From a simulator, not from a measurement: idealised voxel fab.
Process module, titled voxel self aligned contacts
Displayed cross-section: cut, width of 170 nm, square cells sized 5 nm.
Cross-section spec: square-cell grid; bands listed top down; each band is one or more rows. This entry defines a band. It first specifies the height of the band's top and the height of its bottom in nm, and then specifies the band's materials from left to right, stating each material with its width in nm. The word "all across" identifies a single material that fills the band from edge to edge, while the word "blank" identifies empty space. For the purposes of this specification, 0 denotes the height below which the wafer in its as-received condition is composed wholly of one material, and the lowermost band, lacking a lower limit, extends downward without end, as expressed in "0..down". Width spec "30..40" -> top row of cells at first value, bottom row at second value, equal per-row change in between. Any step labelled "nothing altered" changed none of the cells in the cross-section. Closed empty spaces (no open way to the top) of 8 cells or more are what "Sealed void listing" lists, each as width x height at distance from the left edge, nm for all three. That trailing text on a step's line, after the settings, is the simulator's own remark on the step. overlay nm, on a step with a mask: how far to the right of its planned place the mask lay; to the left if negative.

**Steps planned for the process**
1: op RECEIVE | material Si
2: op CONFORMAL_DEP | material SiO2 | thk nm 5
3: op DIRECTIONAL_DEP | material polySi | thk nm 25
4: op DIRECTIONAL_DEP | material SiN | thk nm 20
5: op PATTERN | tone cover | mask id GATE | material resist | width nm 35 | pitch nm 70 | thk nm 15 | overlay nm 0
6: op DIRECTIONAL_ETCH | etch materials SiN | depth nm 20
7: op DIRECTIONAL_ETCH | etch materials polySi | depth nm 25
8: op STRIP | etch materials resist
9: op CONFORMAL_DEP | material SiN | thk nm 10
10: op DIRECTIONAL_ETCH | etch materials SiN | depth nm 10
11: op FILL_DEP | material SiO2 | thk nm 20
12: op CMP | height nm 60
13: op PATTERN | tone open | mask id CONTACT | material resist | width nm 55 | thk nm 15 | overlay nm 0
14: op DIRECTIONAL_ETCH | etch materials SiO2 | depth nm 60
15: op STRIP | etch materials resist
16: op CONFORMAL_DEP | material TiN | thk nm 5
17: op FILL_DEP | material Ru | thk nm 10
18: op CMP | height nm 60
19: op CONFORMAL_DEP | material SiCN | thk nm 5

**As received (post step 1): cross-section**
0..down | Si all across
Sealed void listing: none

**Starting wafer: above. Plan: above. Run: one mistake. Cross-section after the module: below**
65..60 | SiCN all across
60..50 | 55 of SiO2  5..25 of TiN  45..5 of Ru  5..25 of TiN  60 of SiO2
50..30 | 20 of SiO2  10 of SiN  35 of polySi  10 of SiN  5 of TiN  5 of Ru  5 of TiN  10 of SiN  35 of polySi  10 of SiN  25 of SiO2
30..25 | 20 of SiO2  10 of SiN  35 of polySi  10 of SiN  15 of TiN  10 of SiN  35 of polySi  10 of SiN  25 of SiO2
25..5 | SiN all across
5..0 | SiO2 all across
0..down | Si all across
Sealed void listing: none
Want to know what went wrong? the processing plan was not followed for steps 3 and 4, which were run with their positions exchanged
